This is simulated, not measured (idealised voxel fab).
Process module, titled voxel self aligned vias
155 nm wide, 5 nm square cells: that's cross-section cut.
Notation: cross-section as square-cell grid; stated in bands, top first, going down; one or more cell rows per band. Top, bottom (nm), then materials left to right with widths (nm); lone material tagged "all across" fills the whole band edge to edge; "air" = empty space. A quick word on heights: they are counted from 0, and under that level the wafer as it came to us is one material throughout. The lowest band is different from the rest in having no bottom; it simply continues downward, written as in "0 and below". Think of "30 to 40" as a width that walks from the first number to the second as you go down the band, top row to bottom row, taking equal-sized steps from row to row. "nothing was modified" for a step: no cell of the cross-section changed in that step. Closed-off voids of 8+ cells (no open route to the top) go in "Enclosed void list", written width x height at distance from the left edge, in nm. On a step's line, text after the settings is the simulator commenting on that step. overlay nm: mask right of planned place by this much (step with mask). Neg. = left.
## Steps planned for the process
| 1 | RECEIVE [material Si] |
| 2 | CONFORMAL_DEP [material SiO2] [thk nm 15] |
| 3 | CONFORMAL_DEP [material SiCN] [thk nm 5] |
| 4 | DIRECTIONAL_DEP [material lowk] [thk nm 30] |
| 5 | DIRECTIONAL_DEP [material aC] [thk nm 15] |
| 6 | PATTERN [tone open] [mask id LINES] [material resist] [width nm 25] [pitch nm 75] [thk nm 35] [overlay nm -10] |
| 7 | DIRECTIONAL_ETCH [etch materials aC] [depth nm 15] |
| 8 | STRIP [etch materials resist] |
| 9 | DIRECTIONAL_ETCH [etch materials lowk] [depth nm 30] |
| 10 | STRIP [etch materials aC] |
| 11 | CONFORMAL_DEP [material TiN] [thk nm 5] |
| 12 | FILL_DEP [material Ru] [thk nm 5] |
| 13 | CMP [height nm 50] |
| 14 | SELECTIVE_ETCH [etch materials W Ru TiN] [depth nm 5] |
| 15 | FILL_DEP [material SiN] [thk nm 10] |
| 16 | CMP [height nm 50] |
| 17 | DIRECTIONAL_DEP [material lowk] [thk nm 20] |
| 18 | DIRECTIONAL_DEP [material aC] [thk nm 10] |
| 19 | PATTERN [tone open] [mask id VIAS] [material resist] [width nm 45] [pitch nm 75] [thk nm 30] [overlay nm 0] |
| 20 | DIRECTIONAL_ETCH [etch materials aC] [depth nm 10] |
| 21 | STRIP [etch materials resist] |
| 22 | DIRECTIONAL_ETCH [etch materials lowk] [depth nm 20] |
| 23 | DIRECTIONAL_ETCH [etch materials SiN] [depth nm 5] |
| 24 | STRIP [etch materials aC] |
| 25 | CONFORMAL_DEP [material TiN] [thk nm 5] |
| 26 | FILL_DEP [material Ru] [thk nm 10] |
| 27 | CMP [height nm 70] |
| 28 | CONFORMAL_DEP [material SiCN] [thk nm 5] |
Wafers differ in overlay nm at step 6; plan lists the first wafer's value; identical starting state.
## Step 1 complete: as-received cross-section of the first of several wafers
    0 and below | Si all across
    Enclosed void list: none
## After the module's final step, step 28: the first of several wafers in cross-section
    75 down to 70 | SiCN all across
    70 down to 55 | 15 nm lowk; 5 nm TiN; 35 nm Ru; 5 nm TiN; 30 nm lowk; 5 nm TiN; 35 nm Ru; 5 nm TiN; 20 nm lowk
    55 down to 50 | 15 nm lowk; 5 nm TiN; 15 nm Ru; 25 nm TiN; 30 nm lowk; 5 nm TiN; 15 nm Ru; 25 nm TiN; 20 nm lowk
    50 down to 45 | 15 nm lowk; 25 nm TiN; 50 nm lowk; 25 nm TiN; 40 nm lowk
    45 down to 25 | 15 nm lowk; 5 nm TiN; 15 nm Ru; 5 nm TiN; 50 nm lowk; 5 nm TiN; 15 nm Ru; 5 nm TiN; 40 nm lowk
    25 down to 20 | 15 nm lowk; 25 nm TiN; 50 nm lowk; 25 nm TiN; 40 nm lowk
    20 down to 15 | SiCN all across
    15 down to 0 | SiO2 all across
    0 and below | Si all across
    Enclosed void list: none
## Module end, final wafer: cross-section
    75 down to 70 | SiCN all across
    70 down to 55 | 15 nm lowk; 5 nm TiN; 35 nm Ru; 5 nm TiN; 30 nm lowk; 5 nm TiN; 35 nm Ru; 5 nm TiN; 20 nm lowk
    55 down to 50 | 15 nm lowk; 30 nm TiN; 10 nm Ru; 5 nm TiN; 30 nm lowk; 30 nm TiN; 10 nm Ru; 5 nm TiN; 20 nm lowk
    50 down to 45 | 40 nm lowk; 20 nm TiN; 5 nm SiN; 50 nm lowk; 20 nm TiN; 5 nm SiN; 15 nm lowk
    45 down to 25 | 40 nm lowk; 5 nm TiN; 15 nm Ru; 5 nm TiN; 50 nm lowk; 5 nm TiN; 15 nm Ru; 5 nm TiN; 15 nm lowk
    25 down to 20 | 40 nm lowk; 25 nm TiN; 50 nm lowk; 25 nm TiN; 15 nm lowk
    20 down to 15 | SiCN all across
    15 down to 0 | SiO2 all across
    0 and below | Si all across
    Enclosed void list: none
## Where each wafer stands at the end of the module, a row apiece: cells of each material gained (+) or lost (-) since it was received, then closed voids
overlay nm -10 | +72 Ru | +62 SiCN | +93 SiO2 | +60 TiN | +178 lowk | Enclosed void list: none
overlay nm -5 | +72 Ru | +62 SiCN | +93 SiO2 | +60 TiN | +178 lowk | Enclosed void list: none
overlay nm 0 | +72 Ru | +62 SiCN | +93 SiO2 | +60 TiN | +178 lowk | Enclosed void list: none
overlay nm 5 | +72 Ru | +62 SiCN | +93 SiO2 | +60 TiN | +178 lowk | Enclosed void list: none
overlay nm 10 | +72 Ru | +62 SiCN | +93 SiO2 | +60 TiN | +178 lowk | Enclosed void list: none
overlay nm 15 | +70 Ru | +62 SiCN | +2 SiN | +93 SiO2 | +60 TiN | +178 lowk | Enclosed void list: none
